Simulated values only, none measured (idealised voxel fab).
This is a process module. Its name is voxel local oxidation.
Square cell edge 5 nm, section width 145 nm, ID cut.
Cross-sections here: square-cell grids, written as top-down lists of bands, a band being one or more rows of cells. Heads up on the band format: heights come first, top then bottom, in nm. After that it's the materials left to right, each with its width in nm. A single material flagged "all across" fills the whole band edge to edge, and "empty" means there's empty space there. Height is counted from the level 0, under which the received wafer is composed throughout of one material. The lowest of the bands is not closed at the bottom but continues downward, in the notation "0..down". You'd read "30..40" like this: the band's top row of cells is as wide as the first number, its bottom row is as wide as the second, and going down, every row changes width by the same amount as the row before did. Reading "remains unaltered" for a step: not a cell of the cross-section changed in it. Each empty space that has no open way to the top and spans at least 8 cells appears under "Closed cavities" as width x height at distance, the distance counted from the left edge, all in nm. On each step's line, the part that comes after the settings is the simulator's own comment on the step. overlay nm: where the mask lay relative to plan, measured to the right, on steps with a mask; negatives go left.

List of planned process steps:
1: RECEIVE,material Si
2: OXIDIZE,depth nm 5
3: CONFORMAL_DEP,material SiN,thk nm 10
4: MASKED_ETCH,tone cover,mask id ACTIVE,width nm 110,etch materials SiN,depth nm 10,overlay nm 0
5: SELECTIVE_ETCH,etch materials SiO2,depth nm 5
6: OXIDIZE,depth nm 15
7: STRIP,etch materials SiN

The first of the two wafers, which ran as planned:

Cross-section, incoming material, after step 1:
    0..down | Si all across
    Closed cavities: none

Upon completion of step 2, the wafer appears in cross-section as shown:
    0..-5 | SiO2 all across
    Unchanged below -5.

Upon completion of step 3, the wafer appears in cross-section as shown:
    10..0 | SiN all across
    Unchanged below 0.

Upon completion of step 4, the wafer appears in cross-section as shown:
    10..0 | empty 15 nm  SiN 110 nm  empty 20 nm
    Unchanged below 0.

Upon completion of step 5, the wafer appears in cross-section as shown:
    10..0 | empty 15 nm  SiN 110 nm  empty 20 nm
    0..-5 | empty 20 nm  SiO2 100 nm  empty 25 nm
    Unchanged below -5.

Upon completion of step 6, the wafer appears in cross-section as shown:
    10..0 | empty 15 nm  SiN 110 nm  empty 20 nm
    0..-5 | empty 20 nm  SiO2 100 nm  empty 25 nm
    -5..-20 | SiO2 35 nm  Si 70 nm  SiO2 40 nm
    Unchanged below -20.

Upon completion of step 7, the wafer appears in cross-section as shown:
    0..-5 | empty 20 nm  SiO2 100 nm  empty 25 nm
    Unchanged below -5.

Regarding the second of the two wafers: it shared the first wafer's starting condition and process plan, yet one error occurred during its execution. Its history coincides with that of the first wafer up to and including step 3:

X-section, second wafer, when step 4 was due to finish:
    10..0 | empty 20 nm  SiN 110 nm  empty 15 nm
    Unchanged below 0.

X-section, second wafer, when step 5 was due to finish:
    10..0 | empty 20 nm  SiN 110 nm  empty 15 nm
    0..-5 | empty 25 nm  SiO2 100 nm  empty 20 nm
    Unchanged below -5.

X-section, second wafer, when step 6 was due to finish:
    10..0 | empty 20 nm  SiN 110 nm  empty 15 nm
    0..-5 | empty 25 nm  SiO2 100 nm  empty 20 nm
    -5..-20 | SiO2 40 nm  Si 70 nm  SiO2 35 nm
    Unchanged below -20.

X-section, second wafer, when step 7 was due to finish:
    0..-5 | empty 25 nm  SiO2 100 nm  empty 20 nm
    Unchanged below -5.
What was done differently from what was planned? step 4 was processed under conditions differing from the plan, specifically as MASKED_ETCH,tone cover,mask id ACTIVE,width nm 110,etch materials SiN,depth nm 10,overlay nm 5
Both wafers, final: cells per material equal; arrangement not.
